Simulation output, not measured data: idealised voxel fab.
process module | voxel wiring stack
cross-section cut | 220 nm wide | cells 5 nm
A cross-section is a grid of square cells, given in bands from the top down. A band is one or more rows of cells.
Each band's line starts with the height of the band's top and of its bottom, in nm. Then come its materials from left to right, each with its width in nm. One material with "throughout" fills the band from edge to edge. "air" is empty space.
Height 0 is the level under which the wafer as received is all one material. The lowest band goes on downwards, as in "0 down".
A width such as "30 to 40" changes by the same amount from each row of cells to the next, from the band's top row to its bottom row.
"no change" after a step means that no cell of the cross-section changed.
closed voids: empty space of 8 cells or more with no open way to the top, each as width x height at its distance from the left edge, in nm
after a step's settings: what the simulator itself notes on the step
overlay nm, on a step with a mask: how far to the right of its planned place the mask lay; to the left if negative
plan
1 op RECEIVE | material Si
2 op CONFORMAL_DEP | material SiO2 | thk nm 15
3 op DIRECTIONAL_DEP | material TiN | thk nm 5
4 op DIRECTIONAL_DEP | material W | thk nm 15
5 op DIRECTIONAL_DEP | material aC | thk nm 10
6 op PATTERN | tone cover | mask id METAL_1 | material resist | width nm 25 | pitch nm 40 | thk nm 30 | overlay nm 0
7 op DIRECTIONAL_ETCH | etch materials aC | depth nm 10
8 op STRIP | etch materials resist
9 op DIRECTIONAL_ETCH | etch materials W | depth nm 15
10 op DIRECTIONAL_ETCH | etch materials TiN | depth nm 5
11 op STRIP | etch materials aC
12 op CONFORMAL_DEP | material SiCN | thk nm 5
13 op FILL_DEP | material SiO2 | thk nm 5
14 op CMP | height nm 35
15 op CONFORMAL_DEP | material SiCN | thk nm 5
16 op DIRECTIONAL_DEP | material SiO2 | thk nm 30
17 op DIRECTIONAL_DEP | material aC | thk nm 10
18 op PATTERN | tone open | mask id METAL_2 | material resist | width nm 25 | pitch nm 40 | thk nm 30 | overlay nm 0
19 op DIRECTIONAL_ETCH | etch materials aC | depth nm 10
20 op STRIP | etch materials resist
21 op DIRECTIONAL_ETCH | etch materials SiO2 | depth nm 15
22 op STRIP | etch materials aC
23 op MASKED_ETCH | tone open | mask id METAL_2_HOLES | width nm 15 | pitch nm 40 | etch materials SiO2 | depth nm 15 | overlay nm 0
24 op MASKED_ETCH | tone open | mask id METAL_2_HOLES | width nm 15 | pitch nm 40 | etch materials SiCN | depth nm 5 | overlay nm 0
25 op CONFORMAL_DEP | material TiN | thk nm 5
26 op FILL_DEP | material Cu | thk nm 10
27 op CMP | height nm 70
28 op CONFORMAL_DEP | material SiN | thk nm 5
first wafer, as planned
as received, after step 1
  0 down: Si throughout
  closed voids: none
after step 2
  15 to 0: SiO2 throughout
  below 0: unchanged
after step 3
  20 to 15: TiN throughout
  below 15: unchanged
after step 4
  35 to 20: W throughout
  below 20: unchanged
after step 5
  45 to 35: aC throughout
  below 35: unchanged
after step 6
  75 to 45: air 75 | resist 25 | air 15 | resist 25 | air 80
  below 45: unchanged
after step 7
  65 to 45: air 75 | resist 25 | air 15 | resist 25 | air 80
  45 to 35: air 75 | aC 25 | air 15 | aC 25 | air 80
  below 35: unchanged
after step 8
  45 to 35: air 75 | aC 25 | air 15 | aC 25 | air 80
  below 35: unchanged
after step 9
  45 to 35: air 75 | aC 25 | air 15 | aC 25 | air 80
  35 to 20: air 75 | W 25 | air 15 | W 25 | air 80
  below 20: unchanged
after step 10
  45 to 35: air 75 | aC 25 | air 15 | aC 25 | air 80
  35 to 20: air 75 | W 25 | air 15 | W 25 | air 80
  20 to 15: air 75 | TiN 25 | air 15 | TiN 25 | air 80
  below 15: unchanged
after step 11
  35 to 20: air 75 | W 25 | air 15 | W 25 | air 80
  below 20: unchanged
after step 12
  40 to 35: air 70 | SiCN 35 | air 5 | SiCN 35 | air 75
  35 to 20: air 70 | SiCN 5 | W 25 | SiCN 5 | air 5 | SiCN 5 | W 25 | SiCN 5 | air 75
  20 to 15: SiCN 75 | TiN 25 | SiCN 15 | TiN 25 | SiCN 80
  below 15: unchanged
after step 13
  45 to 40: SiO2 throughout
  40 to 35: SiO2 70 | SiCN 35 | SiO2 5 | SiCN 35 | SiO2 75
  35 to 20: SiO2 70 | SiCN 5 | W 25 | SiCN 5 | SiO2 5 | SiCN 5 | W 25 | SiCN 5 | SiO2 75
  below 20: unchanged
after step 14
  35 to 20: SiO2 70 | SiCN 5 | W 25 | SiCN 5 | SiO2 5 | SiCN 5 | W 25 | SiCN 5 | SiO2 75
  below 20: unchanged
after step 15
  40 to 35: SiCN throughout
  below 35: unchanged
after step 16
  70 to 40: SiO2 throughout
  below 40: unchanged
after step 17
  80 to 70: aC throughout
  below 70: unchanged
after step 18
  110 to 80: resist 75 | air 25 | resist 15 | air 25 | resist 80
  below 80: unchanged
after step 19
  100 to 80: resist 75 | air 25 | resist 15 | air 25 | resist 80
  80 to 70: aC 75 | air 25 | aC 15 | air 25 | aC 80
  below 70: unchanged
after step 20
  80 to 70: aC 75 | air 25 | aC 15 | air 25 | aC 80
  below 70: unchanged
after step 21
  80 to 70: aC 75 | air 25 | aC 15 | air 25 | aC 80
  70 to 55: SiO2 75 | air 25 | SiO2 15 | air 25 | SiO2 80
  below 55: unchanged
after step 22
  70 to 55: SiO2 75 | air 25 | SiO2 15 | air 25 | SiO2 80
  below 55: unchanged
after step 23
  70 to 55: SiO2 75 | air 25 | SiO2 15 | air 25 | SiO2 80
  55 to 40: SiO2 75 | air 15 | SiO2 25 | air 15 | SiO2 90
  below 40: unchanged
after step 24
  70 to 55: SiO2 75 | air 25 | SiO2 15 | air 25 | SiO2 80
  55 to 40: SiO2 75 | air 15 | SiO2 25 | air 15 | SiO2 90
  40 to 35: SiCN 75 | air 15 | SiCN 25 | air 15 | SiCN 90
  below 35: unchanged
after step 25
  75 to 70: TiN 80 | air 15 | TiN 25 | air 15 | TiN 85
  70 to 60: SiO2 75 | TiN 5 | air 15 | TiN 5 | SiO2 15 | TiN 5 | air 15 | TiN 5 | SiO2 80
  60 to 55: SiO2 75 | TiN 5 | air 5 | TiN 15 | SiO2 15 | TiN 5 | air 5 | TiN 15 | SiO2 80
  55 to 40: SiO2 75 | TiN 5 | air 5 | TiN 5 | SiO2 25 | TiN 5 | air 5 | TiN 5 | SiO2 90
  40 to 35: SiCN 75 | TiN 15 | SiCN 25 | TiN 15 | SiCN 90
  below 35: unchanged
after step 26
  85 to 75: Cu throughout
  75 to 70: TiN 80 | Cu 15 | TiN 25 | Cu 15 | TiN 85
  70 to 60: SiO2 75 | TiN 5 | Cu 15 | TiN 5 | SiO2 15 | TiN 5 | Cu 15 | TiN 5 | SiO2 80
  60 to 55: SiO2 75 | TiN 5 | Cu 5 | TiN 15 | SiO2 15 | TiN 5 | Cu 5 | TiN 15 | SiO2 80
  55 to 40: SiO2 75 | TiN 5 | Cu 5 | TiN 5 | SiO2 25 | TiN 5 | Cu 5 | TiN 5 | SiO2 90
  below 40: unchanged
after step 27
  70 to 60: SiO2 75 | TiN 5 | Cu 15 | TiN 5 | SiO2 15 | TiN 5 | Cu 15 | TiN 5 | SiO2 80
  below 60: unchanged
after step 28
  75 to 70: SiN throughout
  below 70: unchanged
second wafer: like start, like plan, one mistake. Through step 1 it matches the first wafer
when step 2 should have ended
  5 to 0: TiN throughout
  below 0: unchanged
when step 3 should have ended
  20 to 5: SiO2 throughout
  below 5: unchanged
when step 4 should have ended
  35 to 20: W throughout
  below 20: unchanged
when step 5 should have ended
  45 to 35: aC throughout
  below 35: unchanged
when step 6 should have ended
  75 to 45: air 75 | resist 25 | air 15 | resist 25 | air 80
  below 45: unchanged
when step 7 should have ended
  65 to 45: air 75 | resist 25 | air 15 | resist 25 | air 80
  45 to 35: air 75 | aC 25 | air 15 | aC 25 | air 80
  below 35: unchanged
when step 8 should have ended
  45 to 35: air 75 | aC 25 | air 15 | aC 25 | air 80
  below 35: unchanged
when step 9 should have ended
  45 to 35: air 75 | aC 25 | air 15 | aC 25 | air 80
  35 to 20: air 75 | W 25 | air 15 | W 25 | air 80
  below 20: unchanged
when step 10 should have ended: no change
when step 11 should have ended
  35 to 20: air 75 | W 25 | air 15 | W 25 | air 80
  below 20: unchanged
when step 12 should have ended
  40 to 35: air 70 | SiCN 35 | air 5 | SiCN 35 | air 75
  35 to 25: air 70 | SiCN 5 | W 25 | SiCN 5 | air 5 | SiCN 5 | W 25 | SiCN 5 | air 75
  25 to 20: SiCN 75 | W 25 | SiCN 15 | W 25 | SiCN 80
  below 20: unchanged
when step 13 should have ended
  45 to 40: SiO2 throughout
  40 to 35: SiO2 70 | SiCN 35 | SiO2 5 | SiCN 35 | SiO2 75
  35 to 25: SiO2 70 | SiCN 5 | W 25 | SiCN 5 | SiO2 5 | SiCN 5 | W 25 | SiCN 5 | SiO2 75
  below 25: unchanged
when step 14 should have ended
  35 to 25: SiO2 70 | SiCN 5 | W 25 | SiCN 5 | SiO2 5 | SiCN 5 | W 25 | SiCN 5 | SiO2 75
  below 25: unchanged
when step 15 should have ended
  40 to 35: SiCN throughout
  below 35: unchanged
when step 16 should have ended
  70 to 40: SiO2 throughout
  below 40: unchanged
when step 17 should have ended
  80 to 70: aC throughout
  below 70: unchanged
when step 18 should have ended
  110 to 80: resist 75 | air 25 | resist 15 | air 25 | resist 80
  below 80: unchanged
when step 19 should have ended
  100 to 80: resist 75 | air 25 | resist 15 | air 25 | resist 80
  80 to 70: aC 75 | air 25 | aC 15 | air 25 | aC 80
  below 70: unchanged
when step 20 should have ended
  80 to 70: aC 75 | air 25 | aC 15 | air 25 | aC 80
  below 70: unchanged
when step 21 should have ended
  80 to 70: aC 75 | air 25 | aC 15 | air 25 | aC 80
  70 to 55: SiO2 75 | air 25 | SiO2 15 | air 25 | SiO2 80
  below 55: unchanged
when step 22 should have ended
  70 to 55: SiO2 75 | air 25 | SiO2 15 | air 25 | SiO2 80
  below 55: unchanged
when step 23 should have ended
  70 to 55: SiO2 75 | air 25 | SiO2 15 | air 25 | SiO2 80
  55 to 40: SiO2 75 | air 15 | SiO2 25 | air 15 | SiO2 90
  below 40: unchanged
when step 24 should have ended
  70 to 55: SiO2 75 | air 25 | SiO2 15 | air 25 | SiO2 80
  55 to 40: SiO2 75 | air 15 | SiO2 25 | air 15 | SiO2 90
  40 to 35: SiCN 75 | air 15 | SiCN 25 | air 15 | SiCN 90
  below 35: unchanged
when step 25 should have ended
  75 to 70: TiN 80 | air 15 | TiN 25 | air 15 | TiN 85
  70 to 60: SiO2 75 | TiN 5 | air 15 | TiN 5 | SiO2 15 | TiN 5 | air 15 | TiN 5 | SiO2 80
  60 to 55: SiO2 75 | TiN 5 | air 5 | TiN 15 | SiO2 15 | TiN 5 | air 5 | TiN 15 | SiO2 80
  55 to 40: SiO2 75 | TiN 5 | air 5 | TiN 5 | SiO2 25 | TiN 5 | air 5 | TiN 5 | SiO2 90
  40 to 35: SiCN 75 | TiN 15 | SiCN 25 | TiN 15 | SiCN 90
  below 35: unchanged
when step 26 should have ended
  85 to 75: Cu throughout
  75 to 70: TiN 80 | Cu 15 | TiN 25 | Cu 15 | TiN 85
  70 to 60: SiO2 75 | TiN 5 | Cu 15 | TiN 5 | SiO2 15 | TiN 5 | Cu 15 | TiN 5 | SiO2 80
  60 to 55: SiO2 75 | TiN 5 | Cu 5 | TiN 15 | SiO2 15 | TiN 5 | Cu 5 | TiN 15 | SiO2 80
  55 to 40: SiO2 75 | TiN 5 | Cu 5 | TiN 5 | SiO2 25 | TiN 5 | Cu 5 | TiN 5 | SiO2 90
  below 40: unchanged
when step 27 should have ended
  70 to 60: SiO2 75 | TiN 5 | Cu 15 | TiN 5 | SiO2 15 | TiN 5 | Cu 15 | TiN 5 | SiO2 80
  below 60: unchanged
when step 28 should have ended
  75 to 70: SiN throughout
  below 70: unchanged
what went wrong: steps 2 and 3 were swapped
at the end the second wafer has, in cells: 4 fewer of SiCN | 30 fewer of SiO2 | 34 more of TiN
